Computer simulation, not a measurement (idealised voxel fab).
Presented below is a process module, voxel wiring stack.
Each square cell in cross-section cut measures 5 nm, and the section as a whole is 275 nm wide.
Cross-section layout: square cells on a grid; listed as bands, top to bottom; a band spans one or more cell rows.
Top height, bottom height, nm. Materials left to right, width each, nm. Single material + "full width" = fills band edge to edge. "blank" = empty.
Height datum 0, below which the as-received substrate wafer is one material. Lowest band open at the bottom, running downward: "0..down".
Think of "30..40" as a width that walks from the first number to the second as you go down the band, top row to bottom row, taking equal-sized steps from row to row.
The cross-section has no changed cell in any step marked "same as before".
What "Enclosed voids" gives you is every empty space of 8 cells or more that is cut off from the top. Each appears as width x height at distance, with the distance taken from the left edge and width, height and distance all in nm.
Step line, after settings: the simulator's comment on this step.
The optional step-line setting "overlay nm" applies to steps with a mask and quantifies how far to the right of its planned location the mask lay, a negative value indicating leftward placement.

-- Here's what the planned process steps look like
step 1: RECEIVE: material Si
step 2: CONFORMAL_DEP: material SiO2, thk nm 10
step 3: CONFORMAL_DEP: material SiN, thk nm 5
step 4: DIRECTIONAL_DEP: material SiO2, thk nm 15
step 5: DIRECTIONAL_DEP: material aC, thk nm 10
step 6: PATTERN: tone open, mask id METAL_1, material resist, width nm 20, pitch nm 40, thk nm 25, overlay nm 0
step 7: DIRECTIONAL_ETCH: etch materials aC, depth nm 10
step 8: STRIP: etch materials resist
step 9: DIRECTIONAL_ETCH: etch materials SiO2, depth nm 15
step 10: DIRECTIONAL_ETCH: etch materials SiN, depth nm 5
step 11: STRIP: etch materials aC
step 12: CONFORMAL_DEP: material TiN, thk nm 5
step 13: FILL_DEP: material Cu, thk nm 5
step 14: CMP: height nm 30
step 15: CONFORMAL_DEP: material SiCN, thk nm 5
step 16: DIRECTIONAL_DEP: material SiO2, thk nm 20
step 17: MASKED_ETCH: tone open, mask id PLUG_1, width nm 15, pitch nm 40, etch materials SiO2, depth nm 20, overlay nm 0
step 18: MASKED_ETCH: tone open, mask id PLUG_1, width nm 15, pitch nm 40, etch materials SiCN, depth nm 5, overlay nm 0
step 19: EPI: material Ru, thk nm 10
step 20: EPI: material Ru, thk nm 10
step 21: EPI: material Ru, thk nm 5
step 22: CONFORMAL_DEP: material SiN, thk nm 5
step 23: DIRECTIONAL_DEP: material SiO2, thk nm 20
step 24: DIRECTIONAL_DEP: material aC, thk nm 10
step 25: PATTERN: tone open, mask id METAL_2, material resist, width nm 20, pitch nm 40, thk nm 25, overlay nm 0
step 26: DIRECTIONAL_ETCH: etch materials aC, depth nm 10
step 27: STRIP: etch materials resist
step 28: DIRECTIONAL_ETCH: etch materials SiO2, depth nm 20
step 29: DIRECTIONAL_ETCH: etch materials SiN, depth nm 5
step 30: STRIP: etch materials aC
step 31: CONFORMAL_DEP: material TiN, thk nm 5
step 32: FILL_DEP: material Ru, thk nm 10
step 33: CMP: height nm 80
step 34: CONFORMAL_DEP: material SiCN, thk nm 5
step 35: DIRECTIONAL_DEP: material lowk, thk nm 20
step 36: DIRECTIONAL_DEP: material aC, thk nm 15
step 37: PATTERN: tone open, mask id PLUG_2, material resist, width nm 15, pitch nm 40, thk nm 30, overlay nm 0
step 38: DIRECTIONAL_ETCH: etch materials aC, depth nm 15
step 39: STRIP: etch materials resist
step 40: DIRECTIONAL_ETCH: etch materials lowk, depth nm 20
step 41: DIRECTIONAL_ETCH: etch materials SiCN, depth nm 5
step 42: STRIP: etch materials aC
step 43: CONFORMAL_DEP: material TiN, thk nm 5
step 44: FILL_DEP: material W, thk nm 10
step 45: CMP: height nm 105
step 46: DIRECTIONAL_DEP: material TiN, thk nm 5
step 47: DIRECTIONAL_DEP: material W, thk nm 15
step 48: MASKED_ETCH: tone cover, mask id METAL_3, width nm 20, pitch nm 40, etch materials W, depth nm 15, overlay nm 0
step 49: MASKED_ETCH: tone cover, mask id METAL_3, width nm 20, pitch nm 40, etch materials TiN, depth nm 5, overlay nm 0
step 50: FILL_DEP: material lowk, thk nm 5
step 51: CMP: height nm 125
step 52: CONFORMAL_DEP: material SiCN, thk nm 5

-- Incoming wafer in cross-section (state: after step 1)
- 0..down = Si full width
- Enclosed voids: none

-- The following cross-section depicts the wafer upon conclusion of the module. Processing commenced from the starting condition illustrated above and adhered to the plan illustrated above, save for one mistake in execution
- 130..125 = SiCN full width
- 125..110 = lowk: 65; W: 20; lowk: 20; W: 20; lowk: 20; W: 20; lowk: 20; W: 20; lowk: 70
- 110..105 = lowk: 65; TiN: 20; lowk: 20; TiN: 20; lowk: 20; TiN: 20; lowk: 20; TiN: 20; lowk: 70
- 105..90 = lowk: 65; TiN: 5; W: 5; TiN: 5; lowk: 25; TiN: 5; W: 5; TiN: 5; lowk: 25; TiN: 5; W: 5; TiN: 5; lowk: 25; TiN: 5; W: 5; TiN: 5; lowk: 75
- 90..85 = lowk: 65; TiN: 15; lowk: 25; TiN: 15; lowk: 25; TiN: 15; lowk: 25; TiN: 15; lowk: 75
- 85..80 = lowk full width
- 80..60 = SiO2: 65; TiN: 5; Ru: 10; TiN: 5; SiO2: 20; TiN: 5; Ru: 10; TiN: 5; SiO2: 20; TiN: 5; Ru: 10; TiN: 5; SiO2: 20; TiN: 5; Ru: 10; TiN: 5; SiO2: 70
- 60..55 = SiN: 65; TiN: 20; SiN: 20; TiN: 20; SiN: 20; TiN: 20; SiN: 20; TiN: 20; SiN: 70
- 55..35 = SiO2: 65; Ru: 15; SiO2: 25; Ru: 15; SiO2: 25; Ru: 15; SiO2: 25; Ru: 15; SiO2: 75
- 35..30 = SiCN: 65; Ru: 15; SiCN: 25; Ru: 15; SiCN: 25; Ru: 15; SiCN: 25; Ru: 15; SiCN: 75
- 30..15 = SiO2: 65; TiN: 5; Cu: 10; TiN: 5; SiO2: 20; TiN: 5; Cu: 10; TiN: 5; SiO2: 20; TiN: 5; Cu: 10; TiN: 5; SiO2: 20; TiN: 5; Cu: 10; TiN: 5; SiO2: 70
- 15..10 = SiN: 65; TiN: 20; SiN: 20; TiN: 20; SiN: 20; TiN: 20; SiN: 20; TiN: 20; SiN: 70
- 10..0 = SiO2 full width
- 0..down = Si full width
- Enclosed voids: none
Diagnosis: step 34 ran as: CONFORMAL_DEP: material lowk, thk nm 5
